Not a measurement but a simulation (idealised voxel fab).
Proc. module: voxel lift off
Section shown: cut. Width: 215 nm. Cell size: 5 nm, square.
The cross-sections in this document take the form of a grid made of square cells. They are written out as bands, in order from top to bottom. Each band consists of one or more rows of cells. Band entry format. Leading values: height of top, height of bottom, nm. Remainder: materials in left-to-right order, each with its width in nm. Special words: "full width" on a single material, which then fills the band edge to edge; "blank", empty space. Ref level 0: as-received wafer is one material below here. Bottom band extends down with no lower bound ("0 down"). The two numbers in a width such as "30 to 40" mark its ends across the band: the first belongs to the top row of cells, the second to the bottom row, and from each row to the next the width moves by the same amount. A step reported as "remains unaltered" is a step in which no cell of the cross-section changed. In the "Sealed internal voids" entry, you get each enclosed empty space of 8 cells or more, one with no open way to the top, written width x height at distance, distance from the left edge, in nm. Anything after a step's settings on that line? It's the simulator's own note about the step. "overlay nm" on a masked step: distance the mask lay right of its planned place, negative for left.
**The process steps that were planned are listed below**
1 RECEIVE [material Si]
2 CONFORMAL_DEP [material Al2O3] [thk nm 10]
3 PATTERN [tone open] [mask id LINES] [material resist] [width nm 25] [pitch nm 45] [thk nm 25] [overlay nm -10]
4 DIRECTIONAL_DEP [material Ru] [thk nm 15]
5 STRIP [etch materials resist]
6 CONFORMAL_DEP [material SiCN] [thk nm 5]
Keep in mind the plan's value for the overlay nm of step 3 comes from the first wafer; the wafers don't share that setting, but they do share the same starting point.
**Cut through the first of several wafers as received, post step 1**
* 0 down: Si full width
* Sealed internal voids: none
**First of several wafers in cross-section at module end, following the final step, step 6**
* 30 to 25: 10 blank; 35 SiCN; 10 blank; 35 SiCN; 10 blank; 35 SiCN; 10 blank; 35 SiCN; 35 blank
* 25 to 15: 10 blank; 5 SiCN; 25 Ru; 5 SiCN; 10 blank; 5 SiCN; 25 Ru; 5 SiCN; 10 blank; 5 SiCN; 25 Ru; 5 SiCN; 10 blank; 5 SiCN; 25 Ru; 5 SiCN; 35 blank
* 15 to 10: 15 SiCN; 25 Ru; 20 SiCN; 25 Ru; 20 SiCN; 25 Ru; 20 SiCN; 25 Ru; 40 SiCN
* 10 to 0: Al2O3 full width
* 0 down: Si full width
* Sealed internal voids: none
**Last-wafer cross-section at the end of the module**
* 30 to 25: 35 blank; 35 SiCN; 10 blank; 35 SiCN; 10 blank; 35 SiCN; 10 blank; 35 SiCN; 10 blank
* 25 to 15: 35 blank; 5 SiCN; 25 Ru; 5 SiCN; 10 blank; 5 SiCN; 25 Ru; 5 SiCN; 10 blank; 5 SiCN; 25 Ru; 5 SiCN; 10 blank; 5 SiCN; 25 Ru; 5 SiCN; 10 blank
* 15 to 10: 40 SiCN; 25 Ru; 20 SiCN; 25 Ru; 20 SiCN; 25 Ru; 20 SiCN; 25 Ru; 15 SiCN
* 10 to 0: Al2O3 full width
* 0 down: Si full width
* Sealed internal voids: none
**End of module, by wafer: material-by-material cell gain (+) or loss (-) since receipt, then closed voids**
overlay nm -10, +86 Al2O3, +60 Ru, +67 SiCN, Sealed internal voids: none
overlay nm -5, +86 Al2O3, +60 Ru, +67 SiCN, Sealed internal voids: none
overlay nm 0, +86 Al2O3, +60 Ru, +67 SiCN, Sealed internal voids: none
overlay nm 5, +86 Al2O3, +60 Ru, +67 SiCN, Sealed internal voids: none
overlay nm 10, +86 Al2O3, +60 Ru, +67 SiCN, Sealed internal voids: none
overlay nm 15, +86 Al2O3, +60 Ru, +67 SiCN, Sealed internal voids: none
